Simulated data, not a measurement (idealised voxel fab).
Proc. module: voxel plated lines
Pictured: cross-section cut, 290 nm wide, on a grid of 5 nm square cells.
Just so we're on the same page, the cross-sections are grids of square cells, and they're listed out in bands top to bottom, each band one or more rows deep.
Per band: top height and bottom height in nm, followed by the left-to-right materials and their widths in nm; "all across" marks a single material spanning edge to edge, "blank" marks empty space.
Note: height 0 marks the level under which the wafer is uniformly one material as received. Lowest band unbounded below, written "z 0 and below".
The width entry "30..40" should be interpreted row by row: the top row of cells in the band takes the first number, the bottom row takes the second number, and the change between adjacent rows is uniform throughout.
"no alterations made" (step): cross-section cells unchanged, all of them.
Under "Trapped cavities" you'll find the enclosed gaps, the ones with no way out to the top, that are 8 cells or bigger; each reads width x height at distance, with distance counted from the left edge, everything in nm.
Heads up: the bit after the settings on a step's line is the simulator's remark on that step.
overlay nm: on a step with a mask, how far right of its planned place the mask lay; negative means left.

-- Process steps - plan
step 1: RECEIVE,material Si
step 2: CONFORMAL_DEP,material Al2O3,thk nm 10
step 3: DIRECTIONAL_DEP,material TiN,thk nm 5
step 4: PATTERN,tone open,mask id LINES,material resist,width nm 30,pitch nm 60,thk nm 40,overlay nm 0
step 5: EPI,material Ru,thk nm 5
step 6: EPI,material Ru,thk nm 5
step 7: EPI,material Ru,thk nm 5
step 8: STRIP,etch materials resist
step 9: DIRECTIONAL_ETCH,etch materials TiN,depth nm 5
step 10: CONFORMAL_DEP,material SiO2,thk nm 5

-- Wafer as received: cross-section following step 1
- z 0 and below  Si all across
- Trapped cavities: none

-- first wafer at the end, as planned
- z 35 to 30  blank 95 nm; SiO2 40 nm; blank 20 nm; SiO2 40 nm; blank 95 nm
- z 30 to 15  blank 95 nm; SiO2 5 nm; Ru 30 nm; SiO2 5 nm; blank 20 nm; SiO2 5 nm; Ru 30 nm; SiO2 5 nm; blank 95 nm
- z 15 to 10  SiO2 100 nm; TiN 30 nm; SiO2 30 nm; TiN 30 nm; SiO2 100 nm
- z 10 to 0  Al2O3 all across
- z 0 and below  Si all across
- Trapped cavities: none

-- Second of two wafers, module complete, sectioned: it shares the first wafer's start and plan but was run with one mistake
- z 35 to 30  SiO2 105 nm; blank 20 nm; SiO2 40 nm; blank 20 nm; SiO2 105 nm
- z 30 to 15  Ru 100 nm; SiO2 5 nm; blank 20 nm; SiO2 5 nm; Ru 30 nm; SiO2 5 nm; blank 20 nm; SiO2 5 nm; Ru 100 nm
- z 15 to 10  TiN 100 nm; SiO2 30 nm; TiN 30 nm; SiO2 30 nm; TiN 100 nm
- z 10 to 0  Al2O3 all across
- z 0 and below  Si all across
- Trapped cavities: none
The plan and the run diverged here: heads up, step 4 didn't go per plan, it actually ran as PATTERN,tone cover,mask id LINES,material resist,width nm 30,pitch nm 60,thk nm 40,overlay nm 0
FYI, end of process, the second wafer has more or fewer cells of some materials than the first: Ru: 102 more; TiN: 34 more
